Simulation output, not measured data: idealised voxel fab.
Title: Process Module voxel self aligned vias
The width of the displayed cross-section, cut, is 270 nm; its cells are square, with a size of 5 nm.
Cross-section spec: square-cell grid; bands listed top down; each band is one or more rows.
Band: top height; bottom height; in nm. Then, left to right: material with width in nm, for each material. "everywhere": a single material spanning edge to edge. "air": empty space.
For the purposes of this specification, 0 denotes the height below which the wafer in its as-received condition is composed wholly of one material, and the lowermost band, lacking a lower limit, extends downward without end, as expressed in "from 0 down".
A width given as "30->40" starts at the first number in the band's top row and ends at the second number in its bottom row, shifting by an equal amount at every step from row to row.
Where the words "same as before" appear for a step, the cross-section shows no cell changed by that step; every cell remained as before.
Look at "Trapped cavities" for the closed voids: empty spaces with no open path to the top, sized 8 cells or up. Each is width x height at distance, distance from the left edge, all nm.
Where a step's line continues beyond its settings, the continuation is a remark by the simulator itself on that step.
Regarding "overlay nm": on a step with a mask, it is the distance the mask lay to the right of its planned place; a negative value places it to the left.
**These are the steps we planned for the process**
| 1 | RECEIVE with material Si |
| 2 | CONFORMAL_DEP with material SiO2, thk nm 15 |
| 3 | CONFORMAL_DEP with material SiCN, thk nm 5 |
| 4 | DIRECTIONAL_DEP with material SiO2, thk nm 20 |
| 5 | DIRECTIONAL_DEP with material aC, thk nm 10 |
| 6 | PATTERN with tone open, mask id LINES, material resist, width nm 30, pitch nm 70, thk nm 25, overlay nm 0 |
| 7 | DIRECTIONAL_ETCH with etch materials aC, depth nm 10 |
| 8 | STRIP with etch materials resist |
| 9 | DIRECTIONAL_ETCH with etch materials SiO2, depth nm 20 |
| 10 | STRIP with etch materials aC |
| 11 | CONFORMAL_DEP with material TiN, thk nm 5 |
| 12 | FILL_DEP with material Ru, thk nm 5 |
| 13 | CMP with height nm 40 |
| 14 | SELECTIVE_ETCH with etch materials W Ru TiN, depth nm 10 |
| 15 | FILL_DEP with material SiN, thk nm 10 |
| 16 | CMP with height nm 40 |
| 17 | DIRECTIONAL_DEP with material SiO2, thk nm 20 |
| 18 | PATTERN with tone open, mask id VIAS, material resist, width nm 50, thk nm 15, overlay nm 0 |
| 19 | DIRECTIONAL_ETCH with etch materials SiO2, depth nm 20 |
| 20 | DIRECTIONAL_ETCH with etch materials SiN, depth nm 10 |
| 21 | STRIP with etch materials resist |
| 22 | CONFORMAL_DEP with material TiN, thk nm 5 |
| 23 | FILL_DEP with material W, thk nm 10 |
| 24 | CMP with height nm 60 |
| 25 | CONFORMAL_DEP with material SiCN, thk nm 5 |
**First of two wafers - as planned**
**As received (post step 1): cross-section**
> from 0 down | Si everywhere
> Trapped cavities: none
**Upon completion of step 2, the wafer appears in cross-section as shown**
> from 15 to 0 | SiO2 everywhere
> Whatever lies below 0 is exactly as it was before.
**Upon completion of step 3, the wafer appears in cross-section as shown**
> from 20 to 15 | SiCN everywhere
> Whatever lies below 15 is exactly as it was before.
**Upon completion of step 4, the wafer appears in cross-section as shown**
> from 40 to 20 | SiO2 everywhere
> Whatever lies below 20 is exactly as it was before.
**Upon completion of step 5, the wafer appears in cross-section as shown**
> from 50 to 40 | aC everywhere
> Whatever lies below 40 is exactly as it was before.
**Upon completion of step 6, the wafer appears in cross-section as shown**
> from 75 to 50 | resist: 85 | air: 30 | resist: 40 | air: 30 | resist: 85
> Whatever lies below 50 is exactly as it was before.
**Upon completion of step 7, the wafer appears in cross-section as shown**
> from 65 to 50 | resist: 85 | air: 30 | resist: 40 | air: 30 | resist: 85
> from 50 to 40 | aC: 85 | air: 30 | aC: 40 | air: 30 | aC: 85
> Whatever lies below 40 is exactly as it was before.
**Upon completion of step 8, the wafer appears in cross-section as shown**
> from 50 to 40 | aC: 85 | air: 30 | aC: 40 | air: 30 | aC: 85
> Whatever lies below 40 is exactly as it was before.
**Upon completion of step 9, the wafer appears in cross-section as shown**
> from 50 to 40 | aC: 85 | air: 30 | aC: 40 | air: 30 | aC: 85
> from 40 to 20 | SiO2: 85 | air: 30 | SiO2: 40 | air: 30 | SiO2: 85
> Whatever lies below 20 is exactly as it was before.
**Upon completion of step 10, the wafer appears in cross-section as shown**
> from 40 to 20 | SiO2: 85 | air: 30 | SiO2: 40 | air: 30 | SiO2: 85
> Whatever lies below 20 is exactly as it was before.
**Upon completion of step 11, the wafer appears in cross-section as shown**
> from 45 to 40 | TiN: 90 | air: 20 | TiN: 50 | air: 20 | TiN: 90
> from 40 to 25 | SiO2: 85 | TiN: 5 | air: 20 | TiN: 5 | SiO2: 40 | TiN: 5 | air: 20 | TiN: 5 | SiO2: 85
> from 25 to 20 | SiO2: 85 | TiN: 30 | SiO2: 40 | TiN: 30 | SiO2: 85
> Whatever lies below 20 is exactly as it was before.
**Upon completion of step 12, the wafer appears in cross-section as shown**
> from 50 to 45 | Ru everywhere
> from 45 to 40 | TiN: 90 | Ru: 20 | TiN: 50 | Ru: 20 | TiN: 90
> from 40 to 25 | SiO2: 85 | TiN: 5 | Ru: 20 | TiN: 5 | SiO2: 40 | TiN: 5 | Ru: 20 | TiN: 5 | SiO2: 85
> Whatever lies below 25 is exactly as it was before.
**Upon completion of step 13, the wafer appears in cross-section as shown**
> from 40 to 25 | SiO2: 85 | TiN: 5 | Ru: 20 | TiN: 5 | SiO2: 40 | TiN: 5 | Ru: 20 | TiN: 5 | SiO2: 85
> Whatever lies below 25 is exactly as it was before.
**Upon completion of step 14, the wafer appears in cross-section as shown**
> from 40 to 30 | SiO2: 85 | air: 30 | SiO2: 40 | air: 30 | SiO2: 85
> Whatever lies below 30 is exactly as it was before.
**Upon completion of step 15, the wafer appears in cross-section as shown**
> from 50 to 40 | SiN everywhere
> from 40 to 30 | SiO2: 85 | SiN: 30 | SiO2: 40 | SiN: 30 | SiO2: 85
> Whatever lies below 30 is exactly as it was before.
**Upon completion of step 16, the wafer appears in cross-section as shown**
> from 40 to 30 | SiO2: 85 | SiN: 30 | SiO2: 40 | SiN: 30 | SiO2: 85
> Whatever lies below 30 is exactly as it was before.
**Upon completion of step 17, the wafer appears in cross-section as shown**
> from 60 to 40 | SiO2 everywhere
> Whatever lies below 40 is exactly as it was before.
**Upon completion of step 18, the wafer appears in cross-section as shown**
> from 75 to 60 | resist: 75 | air: 50 | resist: 145
> Whatever lies below 60 is exactly as it was before.
**Upon completion of step 19, the wafer appears in cross-section as shown**
> from 75 to 60 | resist: 75 | air: 50 | resist: 145
> from 60 to 40 | SiO2: 75 | air: 50 | SiO2: 145
> Whatever lies below 40 is exactly as it was before.
**Upon completion of step 20, the wafer appears in cross-section as shown**
> from 75 to 60 | resist: 75 | air: 50 | resist: 145
> from 60 to 40 | SiO2: 75 | air: 50 | SiO2: 145
> from 40 to 30 | SiO2: 85 | air: 30 | SiO2: 40 | SiN: 30 | SiO2: 85
> Whatever lies below 30 is exactly as it was before.
**Upon completion of step 21, the wafer appears in cross-section as shown**
> from 60 to 40 | SiO2: 75 | air: 50 | SiO2: 145
> Whatever lies below 40 is exactly as it was before.
**Upon completion of step 22, the wafer appears in cross-section as shown**
> from 65 to 60 | TiN: 80 | air: 40 | TiN: 150
> from 60 to 45 | SiO2: 75 | TiN: 5 | air: 40 | TiN: 5 | SiO2: 145
> from 45 to 40 | SiO2: 75 | TiN: 15 | air: 20 | TiN: 15 | SiO2: 145
> from 40 to 35 | SiO2: 85 | TiN: 5 | air: 20 | TiN: 5 | SiO2: 40 | SiN: 30 | SiO2: 85
> from 35 to 30 | SiO2: 85 | TiN: 30 | SiO2: 40 | SiN: 30 | SiO2: 85
> Whatever lies below 30 is exactly as it was before.
**Upon completion of step 23, the wafer appears in cross-section as shown**
> from 75 to 65 | W everywhere
> from 65 to 60 | TiN: 80 | W: 40 | TiN: 150
> from 60 to 45 | SiO2: 75 | TiN: 5 | W: 40 | TiN: 5 | SiO2: 145
> from 45 to 40 | SiO2: 75 | TiN: 15 | W: 20 | TiN: 15 | SiO2: 145
> from 40 to 35 | SiO2: 85 | TiN: 5 | W: 20 | TiN: 5 | SiO2: 40 | SiN: 30 | SiO2: 85
> Whatever lies below 35 is exactly as it was before.
**Upon completion of step 24, the wafer appears in cross-section as shown**
> from 60 to 45 | SiO2: 75 | TiN: 5 | W: 40 | TiN: 5 | SiO2: 145
> Whatever lies below 45 is exactly as it was before.
**Upon completion of step 25, the wafer appears in cross-section as shown**
> from 65 to 60 | SiCN everywhere
> Whatever lies below 60 is exactly as it was before.
**What follows concerns the second wafer, which started out like the first and was meant to follow the very same plan; one mistake crept in when it was run, but everything up to and including step 2 is the same as for the first wafer**
X-section, second wafer, when step 3 was due to finish: same as before
**X-section, second wafer, when step 4 was due to finish**
> from 35 to 0 | SiO2 everywhere
> Whatever lies below 0 is exactly as it was before.
**X-section, second wafer, when step 5 was due to finish**
> from 45 to 35 | aC everywhere
> Whatever lies below 35 is exactly as it was before.
**X-section, second wafer, when step 6 was due to finish**
> from 70 to 45 | resist: 85 | air: 30 | resist: 40 | air: 30 | resist: 85
> Whatever lies below 45 is exactly as it was before.
**X-section, second wafer, when step 7 was due to finish**
> from 60 to 45 | resist: 85 | air: 30 | resist: 40 | air: 30 | resist: 85
> from 45 to 35 | aC: 85 | air: 30 | aC: 40 | air: 30 | aC: 85
> Whatever lies below 35 is exactly as it was before.
**X-section, second wafer, when step 8 was due to finish**
> from 45 to 35 | aC: 85 | air: 30 | aC: 40 | air: 30 | aC: 85
> Whatever lies below 35 is exactly as it was before.
**X-section, second wafer, when step 9 was due to finish**
> from 45 to 35 | aC: 85 | air: 30 | aC: 40 | air: 30 | aC: 85
> from 35 to 15 | SiO2: 85 | air: 30 | SiO2: 40 | air: 30 | SiO2: 85
> Whatever lies below 15 is exactly as it was before.
**X-section, second wafer, when step 10 was due to finish**
> from 35 to 15 | SiO2: 85 | air: 30 | SiO2: 40 | air: 30 | SiO2: 85
> Whatever lies below 15 is exactly as it was before.
**X-section, second wafer, when step 11 was due to finish**
> from 40 to 35 | TiN: 90 | air: 20 | TiN: 50 | air: 20 | TiN: 90
> from 35 to 20 | SiO2: 85 | TiN: 5 | air: 20 | TiN: 5 | SiO2: 40 | TiN: 5 | air: 20 | TiN: 5 | SiO2: 85
> from 20 to 15 | SiO2: 85 | TiN: 30 | SiO2: 40 | TiN: 30 | SiO2: 85
> Whatever lies below 15 is exactly as it was before.
**X-section, second wafer, when step 12 was due to finish**
> from 45 to 40 | Ru everywhere
> from 40 to 35 | TiN: 90 | Ru: 20 | TiN: 50 | Ru: 20 | TiN: 90
> from 35 to 20 | SiO2: 85 | TiN: 5 | Ru: 20 | TiN: 5 | SiO2: 40 | TiN: 5 | Ru: 20 | TiN: 5 | SiO2: 85
> Whatever lies below 20 is exactly as it was before.
**X-section, second wafer, when step 13 was due to finish**
> from 40 to 35 | TiN: 90 | Ru: 20 | TiN: 50 | Ru: 20 | TiN: 90
> Whatever lies below 35 is exactly as it was before.
**X-section, second wafer, when step 14 was due to finish**
> from 35 to 30 | SiO2: 85 | air: 30 | SiO2: 40 | air: 30 | SiO2: 85
> Whatever lies below 30 is exactly as it was before.
**X-section, second wafer, when step 15 was due to finish**
> from 45 to 35 | SiN everywhere
> from 35 to 30 | SiO2: 85 | SiN: 30 | SiO2: 40 | SiN: 30 | SiO2: 85
> Whatever lies below 30 is exactly as it was before.
**X-section, second wafer, when step 16 was due to finish**
> from 40 to 35 | SiN everywhere
> Whatever lies below 35 is exactly as it was before.
**X-section, second wafer, when step 17 was due to finish**
> from 60 to 40 | SiO2 everywhere
> Whatever lies below 40 is exactly as it was before.
**X-section, second wafer, when step 18 was due to finish**
> from 75 to 60 | resist: 75 | air: 50 | resist: 145
> Whatever lies below 60 is exactly as it was before.
**X-section, second wafer, when step 19 was due to finish**
> from 75 to 60 | resist: 75 | air: 50 | resist: 145
> from 60 to 40 | SiO2: 75 | air: 50 | SiO2: 145
> Whatever lies below 40 is exactly as it was before.
**X-section, second wafer, when step 20 was due to finish**
> from 75 to 60 | resist: 75 | air: 50 | resist: 145
> from 60 to 40 | SiO2: 75 | air: 50 | SiO2: 145
> from 40 to 35 | SiN: 75 | air: 50 | SiN: 145
> from 35 to 30 | SiO2: 85 | air: 30 | SiO2: 40 | SiN: 30 | SiO2: 85
> Whatever lies below 30 is exactly as it was before.
**X-section, second wafer, when step 21 was due to finish**
> from 60 to 40 | SiO2: 75 | air: 50 | SiO2: 145
> Whatever lies below 40 is exactly as it was before.
**X-section, second wafer, when step 22 was due to finish**
> from 65 to 60 | TiN: 80 | air: 40 | TiN: 150
> from 60 to 40 | SiO2: 75 | TiN: 5 | air: 40 | TiN: 5 | SiO2: 145
> from 40 to 35 | SiN: 75 | TiN: 15 | air: 20 | TiN: 15 | SiN: 145
> from 35 to 30 | SiO2: 85 | TiN: 30 | SiO2: 40 | SiN: 30 | SiO2: 85
> Whatever lies below 30 is exactly as it was before.
**X-section, second wafer, when step 23 was due to finish**
> from 75 to 65 | W everywhere
> from 65 to 60 | TiN: 80 | W: 40 | TiN: 150
> from 60 to 40 | SiO2: 75 | TiN: 5 | W: 40 | TiN: 5 | SiO2: 145
> from 40 to 35 | SiN: 75 | TiN: 15 | W: 20 | TiN: 15 | SiN: 145
> Whatever lies below 35 is exactly as it was before.
**X-section, second wafer, when step 24 was due to finish**
> from 60 to 40 | SiO2: 75 | TiN: 5 | W: 40 | TiN: 5 | SiO2: 145
> Whatever lies below 40 is exactly as it was before.
**X-section, second wafer, when step 25 was due to finish**
> from 65 to 60 | SiCN everywhere
> Whatever lies below 60 is exactly as it was before.
Plan not followed: step 3 in the plan did not get run; it was skipped
Wrapping up, a cell-based count of both wafers puts the second over or under the first for these materials: Ru +8, SiCN -54, SiN +38, TiN +4, W +4
